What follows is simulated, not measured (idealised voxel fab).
The process module presented herein is designated voxel self aligned contacts.
Xsec cut, 215 nm wide, square cell size 5 nm.
Cross-section format: a grid of square cells, given as bands from top to bottom; each band is one or more rows of cells. Band entry format. Leading values: height of top, height of bottom, nm. Remainder: materials in left-to-right order, each with its width in nm. Special words: "all across" on a single material, which then fills the band edge to edge; "air", empty space. Below 0: as-received wafer, all one material; heights counted from there. Lowest band: no bottom, goes on down, written "top 0, no bottom". A two-number width, for instance "30->40", indicates that the width is equal to the first number in the top row of the band and to the second number in the bottom row, and that it changes by a constant amount per row of cells. Where a step carries "identical to before", the cross-section came out of it unchanged, cell for cell. "Sealed void list" contains a list of empty spaces, each no smaller than 8 cells and without an open way to the top, written in the form width x height at distance with the distance from the left edge and all three in nm. Read whatever lies past the settings on a step's line as the simulator's own remark about the step. overlay nm: where the mask lay relative to plan, measured to the right, on steps with a mask; negatives go left.
## Set out below are the planned steps of the process
1,RECEIVE [material Si]
2,CONFORMAL_DEP [material SiO2] [thk nm 5]
3,DIRECTIONAL_DEP [material polySi] [thk nm 30]
4,DIRECTIONAL_DEP [material SiN] [thk nm 25]
5,PATTERN [tone cover] [mask id GATE] [material resist] [width nm 30] [pitch nm 70] [thk nm 15] [overlay nm 0]
6,DIRECTIONAL_ETCH [etch materials SiN] [depth nm 25]
7,DIRECTIONAL_ETCH [etch materials polySi] [depth nm 30]
8,STRIP [etch materials resist]
9,CONFORMAL_DEP [material SiN] [thk nm 10]
10,DIRECTIONAL_ETCH [etch materials SiN] [depth nm 10]
11,FILL_DEP [material SiO2] [thk nm 10]
12,CMP [height nm 65]
13,DIRECTIONAL_DEP [material aC] [thk nm 15]
14,PATTERN [tone open] [mask id CONTACT] [material resist] [width nm 50] [pitch nm 70] [thk nm 35] [overlay nm 0]
15,DIRECTIONAL_ETCH [etch materials aC] [depth nm 15]
16,STRIP [etch materials resist]
17,DIRECTIONAL_ETCH [etch materials SiO2] [depth nm 65]
18,STRIP [etch materials aC]
19,CONFORMAL_DEP [material TiN] [thk nm 5]
20,FILL_DEP [material W] [thk nm 10]
21,CMP [height nm 65]
22,CONFORMAL_DEP [material SiN] [thk nm 5]
## Account of the first of two wafers, which was processed as intended
## Step 1 complete: cross-section of the wafer as received
	top 0, no bottom | Si all across
	Sealed void list: none
## You're looking at a cross-section of the wafer after step 2
	top 5, bottom 0 | SiO2 all across
	Everything under 0 stays put, no change at all.
## You're looking at a cross-section of the wafer after step 3
	top 35, bottom 5 | polySi all across
	Everything under 5 stays put, no change at all.
## You're looking at a cross-section of the wafer after step 4
	top 60, bottom 35 | SiN all across
	Everything under 35 stays put, no change at all.
## You're looking at a cross-section of the wafer after step 5
	top 75, bottom 60 | air=20  resist=30  air=40  resist=30  air=40  resist=30  air=25
	Everything under 60 stays put, no change at all.
## You're looking at a cross-section of the wafer after step 6
	top 75, bottom 60 | air=20  resist=30  air=40  resist=30  air=40  resist=30  air=25
	top 60, bottom 35 | air=20  SiN=30  air=40  SiN=30  air=40  SiN=30  air=25
	Everything under 35 stays put, no change at all.
## You're looking at a cross-section of the wafer after step 7
	top 75, bottom 60 | air=20  resist=30  air=40  resist=30  air=40  resist=30  air=25
	top 60, bottom 35 | air=20  SiN=30  air=40  SiN=30  air=40  SiN=30  air=25
	top 35, bottom 5 | air=20  polySi=30  air=40  polySi=30  air=40  polySi=30  air=25
	Everything under 5 stays put, no change at all.
## You're looking at a cross-section of the wafer after step 8
	top 60, bottom 35 | air=20  SiN=30  air=40  SiN=30  air=40  SiN=30  air=25
	Everything under 35 stays put, no change at all.
## You're looking at a cross-section of the wafer after step 9
	top 70, bottom 35 | air=10  SiN=50  air=20  SiN=50  air=20  SiN=50  air=15
	top 35, bottom 15 | air=10  SiN=10  polySi=30  SiN=10  air=20  SiN=10  polySi=30  SiN=10  air=20  SiN=10  polySi=30  SiN=10  air=15
	top 15, bottom 5 | SiN=20  polySi=30  SiN=40  polySi=30  SiN=40  polySi=30  SiN=25
	Everything under 5 stays put, no change at all.
## You're looking at a cross-section of the wafer after step 10
	top 60, bottom 35 | air=10  SiN=50  air=20  SiN=50  air=20  SiN=50  air=15
	top 35, bottom 5 | air=10  SiN=10  polySi=30  SiN=10  air=20  SiN=10  polySi=30  SiN=10  air=20  SiN=10  polySi=30  SiN=10  air=15
	Everything under 5 stays put, no change at all.
## You're looking at a cross-section of the wafer after step 11
	top 70, bottom 60 | SiO2 all across
	top 60, bottom 35 | SiO2=10  SiN=50  SiO2=20  SiN=50  SiO2=20  SiN=50  SiO2=15
	top 35, bottom 5 | SiO2=10  SiN=10  polySi=30  SiN=10  SiO2=20  SiN=10  polySi=30  SiN=10  SiO2=20  SiN=10  polySi=30  SiN=10  SiO2=15
	Everything under 5 stays put, no change at all.
## You're looking at a cross-section of the wafer after step 12
	top 65, bottom 60 | SiO2 all across
	Everything under 60 stays put, no change at all.
## You're looking at a cross-section of the wafer after step 13
	top 80, bottom 65 | aC all across
	Everything under 65 stays put, no change at all.
## You're looking at a cross-section of the wafer after step 14
	top 115, bottom 80 | resist=45  air=50  resist=20  air=50  resist=50
	Everything under 80 stays put, no change at all.
## You're looking at a cross-section of the wafer after step 15
	top 100, bottom 80 | resist=45  air=50  resist=20  air=50  resist=50
	top 80, bottom 65 | aC=45  air=50  aC=20  air=50  aC=50
	Everything under 65 stays put, no change at all.
## You're looking at a cross-section of the wafer after step 16
	top 80, bottom 65 | aC=45  air=50  aC=20  air=50  aC=50
	Everything under 65 stays put, no change at all.
## You're looking at a cross-section of the wafer after step 17
	top 80, bottom 65 | aC=45  air=50  aC=20  air=50  aC=50
	top 65, bottom 60 | SiO2=45  air=50  SiO2=20  air=50  SiO2=50
	top 60, bottom 35 | SiO2=10  SiN=50  air=20  SiN=50  air=20  SiN=50  SiO2=15
	top 35, bottom 5 | SiO2=10  SiN=10  polySi=30  SiN=10  air=20  SiN=10  polySi=30  SiN=10  air=20  SiN=10  polySi=30  SiN=10  SiO2=15
	top 5, bottom 0 | SiO2=60  air=20  SiO2=50  air=20  SiO2=65
	Everything under 0 stays put, no change at all.
## You're looking at a cross-section of the wafer after step 18
	top 65, bottom 60 | SiO2=45  air=50  SiO2=20  air=50  SiO2=50
	Everything under 60 stays put, no change at all.
## You're looking at a cross-section of the wafer after step 19
	top 70, bottom 65 | TiN=50  air=40  TiN=30  air=40  TiN=55
	top 65, bottom 60 | SiO2=45  TiN=20  air=10  TiN=20  SiO2=20  TiN=20  air=10  TiN=20  SiO2=50
	top 60, bottom 35 | SiO2=10  SiN=50  TiN=5  air=10  TiN=5  SiN=50  TiN=5  air=10  TiN=5  SiN=50  SiO2=15
	top 35, bottom 5 | SiO2=10  SiN=10  polySi=30  SiN=10  TiN=5  air=10  TiN=5  SiN=10  polySi=30  SiN=10  TiN=5  air=10  TiN=5  SiN=10  polySi=30  SiN=10  SiO2=15
	top 5, bottom 0 | SiO2=60  TiN=20  SiO2=50  TiN=20  SiO2=65
	Everything under 0 stays put, no change at all.
## You're looking at a cross-section of the wafer after step 20
	top 80, bottom 70 | W all across
	top 70, bottom 65 | TiN=50  W=40  TiN=30  W=40  TiN=55
	top 65, bottom 60 | SiO2=45  TiN=20  W=10  TiN=20  SiO2=20  TiN=20  W=10  TiN=20  SiO2=50
	top 60, bottom 35 | SiO2=10  SiN=50  TiN=5  W=10  TiN=5  SiN=50  TiN=5  W=10  TiN=5  SiN=50  SiO2=15
	top 35, bottom 5 | SiO2=10  SiN=10  polySi=30  SiN=10  TiN=5  W=10  TiN=5  SiN=10  polySi=30  SiN=10  TiN=5  W=10  TiN=5  SiN=10  polySi=30  SiN=10  SiO2=15
	Everything under 5 stays put, no change at all.
## You're looking at a cross-section of the wafer after step 21
	top 65, bottom 60 | SiO2=45  TiN=20  W=10  TiN=20  SiO2=20  TiN=20  W=10  TiN=20  SiO2=50
	Everything under 60 stays put, no change at all.
## You're looking at a cross-section of the wafer after step 22
	top 70, bottom 65 | SiN all across
	Everything under 65 stays put, no change at all.
## Second wafer, same starting state and plan as the first, one mistake in the run, identical through step 1
## The second wafer in cross-section, at the planned close of step 2
	top 30, bottom 0 | polySi all across
	Everything under 0 stays put, no change at all.
## The second wafer in cross-section, at the planned close of step 3
	top 35, bottom 30 | SiO2 all across
	Everything under 30 stays put, no change at all.
## The second wafer in cross-section, at the planned close of step 4
	top 60, bottom 35 | SiN all across
	Everything under 35 stays put, no change at all.
## The second wafer in cross-section, at the planned close of step 5
	top 75, bottom 60 | air=20  resist=30  air=40  resist=30  air=40  resist=30  air=25
	Everything under 60 stays put, no change at all.
## The second wafer in cross-section, at the planned close of step 6
	top 75, bottom 60 | air=20  resist=30  air=40  resist=30  air=40  resist=30  air=25
	top 60, bottom 35 | air=20  SiN=30  air=40  SiN=30  air=40  SiN=30  air=25
	Everything under 35 stays put, no change at all.
The second wafer in cross-section, at the planned close of step 7: identical to before
## The second wafer in cross-section, at the planned close of step 8
	top 60, bottom 35 | air=20  SiN=30  air=40  SiN=30  air=40  SiN=30  air=25
	Everything under 35 stays put, no change at all.
## The second wafer in cross-section, at the planned close of step 9
	top 70, bottom 45 | air=10  SiN=50  air=20  SiN=50  air=20  SiN=50  air=15
	top 45, bottom 35 | SiN all across
	Everything under 35 stays put, no change at all.
## The second wafer in cross-section, at the planned close of step 10
	top 60, bottom 35 | air=10  SiN=50  air=20  SiN=50  air=20  SiN=50  air=15
	Everything under 35 stays put, no change at all.
## The second wafer in cross-section, at the planned close of step 11
	top 70, bottom 60 | SiO2 all across
	top 60, bottom 35 | SiO2=10  SiN=50  SiO2=20  SiN=50  SiO2=20  SiN=50  SiO2=15
	Everything under 35 stays put, no change at all.
## The second wafer in cross-section, at the planned close of step 12
	top 65, bottom 60 | SiO2 all across
	Everything under 60 stays put, no change at all.
## The second wafer in cross-section, at the planned close of step 13
	top 80, bottom 65 | aC all across
	Everything under 65 stays put, no change at all.
## The second wafer in cross-section, at the planned close of step 14
	top 115, bottom 80 | resist=45  air=50  resist=20  air=50  resist=50
	Everything under 80 stays put, no change at all.
## The second wafer in cross-section, at the planned close of step 15
	top 100, bottom 80 | resist=45  air=50  resist=20  air=50  resist=50
	top 80, bottom 65 | aC=45  air=50  aC=20  air=50  aC=50
	Everything under 65 stays put, no change at all.
## The second wafer in cross-section, at the planned close of step 16
	top 80, bottom 65 | aC=45  air=50  aC=20  air=50  aC=50
	Everything under 65 stays put, no change at all.
## The second wafer in cross-section, at the planned close of step 17
	top 80, bottom 65 | aC=45  air=50  aC=20  air=50  aC=50
	top 65, bottom 60 | SiO2=45  air=50  SiO2=20  air=50  SiO2=50
	top 60, bottom 35 | SiO2=10  SiN=50  air=20  SiN=50  air=20  SiN=50  SiO2=15
	top 35, bottom 30 | SiO2=60  air=20  SiO2=50  air=20  SiO2=65
	Everything under 30 stays put, no change at all.
## The second wafer in cross-section, at the planned close of step 18
	top 65, bottom 60 | SiO2=45  air=50  SiO2=20  air=50  SiO2=50
	Everything under 60 stays put, no change at all.
## The second wafer in cross-section, at the planned close of step 19
	top 70, bottom 65 | TiN=50  air=40  TiN=30  air=40  TiN=55
	top 65, bottom 60 | SiO2=45  TiN=20  air=10  TiN=20  SiO2=20  TiN=20  air=10  TiN=20  SiO2=50
	top 60, bottom 35 | SiO2=10  SiN=50  TiN=5  air=10  TiN=5  SiN=50  TiN=5  air=10  TiN=5  SiN=50  SiO2=15
	top 35, bottom 30 | SiO2=60  TiN=20  SiO2=50  TiN=20  SiO2=65
	Everything under 30 stays put, no change at all.
## The second wafer in cross-section, at the planned close of step 20
	top 80, bottom 70 | W all across
	top 70, bottom 65 | TiN=50  W=40  TiN=30  W=40  TiN=55
	top 65, bottom 60 | SiO2=45  TiN=20  W=10  TiN=20  SiO2=20  TiN=20  W=10  TiN=20  SiO2=50
	top 60, bottom 35 | SiO2=10  SiN=50  TiN=5  W=10  TiN=5  SiN=50  TiN=5  W=10  TiN=5  SiN=50  SiO2=15
	Everything under 35 stays put, no change at all.
## The second wafer in cross-section, at the planned close of step 21
	top 65, bottom 60 | SiO2=45  TiN=20  W=10  TiN=20  SiO2=20  TiN=20  W=10  TiN=20  SiO2=50
	Everything under 60 stays put, no change at all.
## The second wafer in cross-section, at the planned close of step 22
	top 70, bottom 65 | SiN all across
	Everything under 65 stays put, no change at all.
Plan not followed: order of steps 2 and 3 inverted relative to the plan
Looking at both finished wafers in cells, the second ends up ahead of or behind the first on some materials: 72 fewer of SiN; 30 fewer of SiO2; 24 fewer of TiN; 24 fewer of W; 150 more of polySi
